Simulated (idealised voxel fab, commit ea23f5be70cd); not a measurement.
process module | voxel air gaps
cross-section cut | 230 nm wide | cells 5 nm
A cross-section is a grid of square cells, given in bands from the top down. A band is one or more rows of cells.
Each band's line starts with the height of the band's top and of its bottom, in nm. Then come its materials from left to right, each with its width in nm. One material with "throughout" fills the band from edge to edge. "air" is empty space.
Height 0 is the level under which the wafer as received is all one material. The lowest band goes on downwards, as in "0 down".
A width such as "30 to 40" changes by the same amount from each row of cells to the next, from the band's top row to its bottom row.
"no change" after a step means that no cell of the cross-section changed.
closed voids: empty space of 8 cells or more with no open way to the top, each as width x height at its distance from the left edge, in nm
after a step's settings: what the simulator itself notes on the step
overlay nm, on a step with a mask: how far to the right of its planned place the mask lay; to the left if negative
plan
1 op RECEIVE | material Si
2 op CONFORMAL_DEP | material SiO2 | thk nm 10
3 op CONFORMAL_DEP | material SiN | thk nm 5
4 op DIRECTIONAL_DEP | material lowk | thk nm 40
5 op PATTERN | tone open | mask id LINES | material resist | width nm 20 | pitch nm 45 | thk nm 20 | overlay nm 0
6 op DIRECTIONAL_ETCH | etch materials lowk | depth nm 40
7 op STRIP | etch materials resist
8 op CONFORMAL_DEP | material TiN | thk nm 5
9 op FILL_DEP | material Ru | thk nm 5
10 op CMP | height nm 55
11 op EPI | material Ru | thk nm 10
12 op SELECTIVE_ETCH | etch materials lowk | depth nm 50
13 op CONFORMAL_DEP | material SiCN | thk nm 5
as received, after step 1
  0 down: Si throughout
  closed voids: none
first wafer at the end, as planned
  70 to 65: air 20 | SiCN 185 | air 25
  65 to 55: air 20 | SiCN 5 | Ru 40 | SiCN 5 | Ru 40 | SiCN 5 | Ru 40 | SiCN 5 | Ru 40 | SiCN 5 | air 25
  55 to 50: air 20 | SiCN 15 | TiN 5 | Ru 10 | TiN 5 | SiCN 25 | TiN 5 | Ru 10 | TiN 5 | SiCN 25 | TiN 5 | Ru 10 | TiN 5 | SiCN 25 | TiN 5 | Ru 10 | TiN 5 | SiCN 15 | air 25
  50 to 20: air 30 | SiCN 5 | TiN 5 | Ru 10 | TiN 5 | SiCN 5 | air 15 | SiCN 5 | TiN 5 | Ru 10 | TiN 5 | SiCN 5 | air 15 | SiCN 5 | TiN 5 | Ru 10 | TiN 5 | SiCN 5 | air 15 | SiCN 5 | TiN 5 | Ru 10 | TiN 5 | SiCN 5 | air 35
  20 to 15: SiCN 35 | TiN 20 | SiCN 25 | TiN 20 | SiCN 25 | TiN 20 | SiCN 25 | TiN 20 | SiCN 40
  15 to 10: SiN throughout
  10 to 0: SiO2 throughout
  0 down: Si throughout
  closed voids: 15 x 30 at 60; 15 x 30 at 105; 15 x 30 at 150
second wafer at the end: like start, like plan, one mistake
  70 to 65: air 15 | SiCN 195 | air 20
  65 to 55: air 15 | SiCN 5 | Ru 185 | SiCN 5 | air 20
  55 to 50: air 15 | SiCN 15 | TiN 5 | Ru 20 | TiN 5 | lowk 15 | TiN 5 | Ru 20 | TiN 5 | lowk 15 | TiN 5 | Ru 20 | TiN 5 | lowk 15 | TiN 5 | Ru 20 | TiN 5 | SiCN 15 | air 20
  50 to 20: air 25 | SiCN 5 | TiN 5 | Ru 20 | TiN 5 | lowk 15 | TiN 5 | Ru 20 | TiN 5 | lowk 15 | TiN 5 | Ru 20 | TiN 5 | lowk 15 | TiN 5 | Ru 20 | TiN 5 | SiCN 5 | air 30
  20 to 15: SiCN 30 | TiN 30 | lowk 15 | TiN 30 | lowk 15 | TiN 30 | lowk 15 | TiN 30 | SiCN 35
  15 to 10: SiN throughout
  10 to 0: SiO2 throughout
  0 down: Si throughout
  closed voids: none
what went wrong: step 5 ran as: op PATTERN | tone open | mask id LINES | material resist | width nm 30 | pitch nm 45 | thk nm 20 | overlay nm 0
at the end the second wafer has, in cells: 66 more of Ru | 72 fewer of SiCN | 8 more of TiN | 72 more of lowk
closed voids at the end (first wafer, second wafer): 3, 0
